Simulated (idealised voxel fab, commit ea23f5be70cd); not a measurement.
Module name: voxel capacitor over wiring (process module)
FYI the section here is cut, 285 nm wide, cells are 5 nm squares.
Each cross-section below is a grid of square cells, stated as bands in top-down order, with one or more rows of cells making up each band. For a band, the entry starts with two heights in nm, that of the top and then that of the bottom, and carries on with the band's materials in order from left to right, each alongside its width in nm; the word "throughout" beside a single material means it fills the band edge to edge, and "empty" means empty space. Heads up on the height convention: 0 is the point under which the incoming wafer is all one material, and the lowest band has no bottom, it just keeps going down, like "0..down". Top row gets the first number, bottom row gets the second, and each row in between changes by the same step: that is how a band width like "30 to 40" works. "no alteration" (step): cross-section cells unchanged, all of them. Under "Closed void register" you'll find the enclosed gaps, the ones with no way out to the top, that are 8 cells or bigger; each reads width x height at distance, with distance counted from the left edge, everything in nm. Whatever follows a step's settings on its line is a remark the simulator itself makes about that step. overlay nm: how far to the right of its planned place the mask lay on this masked step (negative: to the left).
Listed below are the process steps as planned:
1) RECEIVE, material Si
2) CONFORMAL_DEP, material SiO2, thk nm 10
3) DIRECTIONAL_DEP, material TiN, thk nm 5
4) DIRECTIONAL_DEP, material Ru, thk nm 25
5) PATTERN, tone cover, mask id METAL_1, material resist, width nm 20, pitch nm 75, thk nm 20, overlay nm 0
6) DIRECTIONAL_ETCH, etch materials Ru, depth nm 25
7) DIRECTIONAL_ETCH, etch materials TiN, depth nm 5
8) STRIP, etch materials resist
9) CONFORMAL_DEP, material SiN, thk nm 5
10) FILL_DEP, material lowk, thk nm 5
11) CMP, height nm 40
12) CONFORMAL_DEP, material SiCN, thk nm 5
13) DIRECTIONAL_DEP, material SiO2, thk nm 20
14) DIRECTIONAL_DEP, material aC, thk nm 10
15) PATTERN, tone open, mask id PLUG_1, material resist, width nm 15, thk nm 30, overlay nm 0
16) DIRECTIONAL_ETCH, etch materials aC, depth nm 10
17) STRIP, etch materials resist
18) DIRECTIONAL_ETCH, etch materials SiO2, depth nm 20
19) DIRECTIONAL_ETCH, etch materials SiCN, depth nm 5
20) STRIP, etch materials aC
21) EPI, material Ru, thk nm 10
22) EPI, material Ru, thk nm 10
23) EPI, material Ru, thk nm 5
24) DIRECTIONAL_DEP, material TiN, thk nm 10
25) DIRECTIONAL_DEP, material Al2O3, thk nm 5
26) DIRECTIONAL_DEP, material TiN, thk nm 5
27) DIRECTIONAL_DEP, material aC, thk nm 15
28) PATTERN, tone cover, mask id UPPER_PLATE, material resist, width nm 60, thk nm 35, overlay nm 0
29) DIRECTIONAL_ETCH, etch materials aC, depth nm 15
30) STRIP, etch materials resist
31) DIRECTIONAL_ETCH, etch materials TiN, depth nm 5
32) DIRECTIONAL_ETCH, etch materials Al2O3, depth nm 5
33) STRIP, etch materials aC
34) MASKED_ETCH, tone cover, mask id LOWER_PLATE, width nm 70, etch materials TiN, depth nm 10, overlay nm 0
35) FILL_DEP, material SiO2, thk nm 20
36) CMP, height nm 100
37) PATTERN, tone open, mask id PLUG_2, material resist, width nm 15, thk nm 15, overlay nm 0
38) DIRECTIONAL_ETCH, etch materials SiO2, depth nm 15
39) STRIP, etch materials resist
40) CONFORMAL_DEP, material TiN, thk nm 5
41) FILL_DEP, material Cu, thk nm 5
42) CMP, height nm 100
43) CONFORMAL_DEP, material SiN, thk nm 5
Wafer at receipt (post step 1), cross-section:
	0..down = Si throughout
	Closed void register: none
What the wafer looks like in cross-section after this module, when it starts as shown above and follows the plan above but one mistake is made in running it:
	105..100 = SiN throughout
	100..90 = SiO2 110 to 100 nm; TiN 15 to 25 nm; SiO2 160 nm
	90..85 = SiO2 100 nm; Al2O3 25 nm; SiO2 160 nm
	85..80 = SiO2 95 nm; TiN 65 nm; SiO2 125 nm
	80..75 = SiO2 95 nm; TiN 30 nm; Al2O3 35 nm; SiO2 125 nm
	75..65 = SiO2 90 nm; Ru 35 nm; TiN 40 nm; SiO2 120 nm
	65..45 = SiO2 100 nm; Ru 15 nm; SiO2 170 nm
	45..40 = SiCN 100 nm; Ru 15 nm; SiCN 170 nm
	40..15 = lowk 90 nm; SiN 5 nm; Ru 20 nm; SiN 5 nm; lowk 45 nm; SiN 5 nm; Ru 20 nm; SiN 5 nm; lowk 90 nm
	15..10 = SiN 95 nm; TiN 20 nm; SiN 55 nm; TiN 20 nm; SiN 95 nm
	10..0 = SiO2 throughout
	0..down = Si throughout
	Closed void register: none
What broke from the plan during processing? one of 21 and 22, all the same step, was done twice; can't tell which
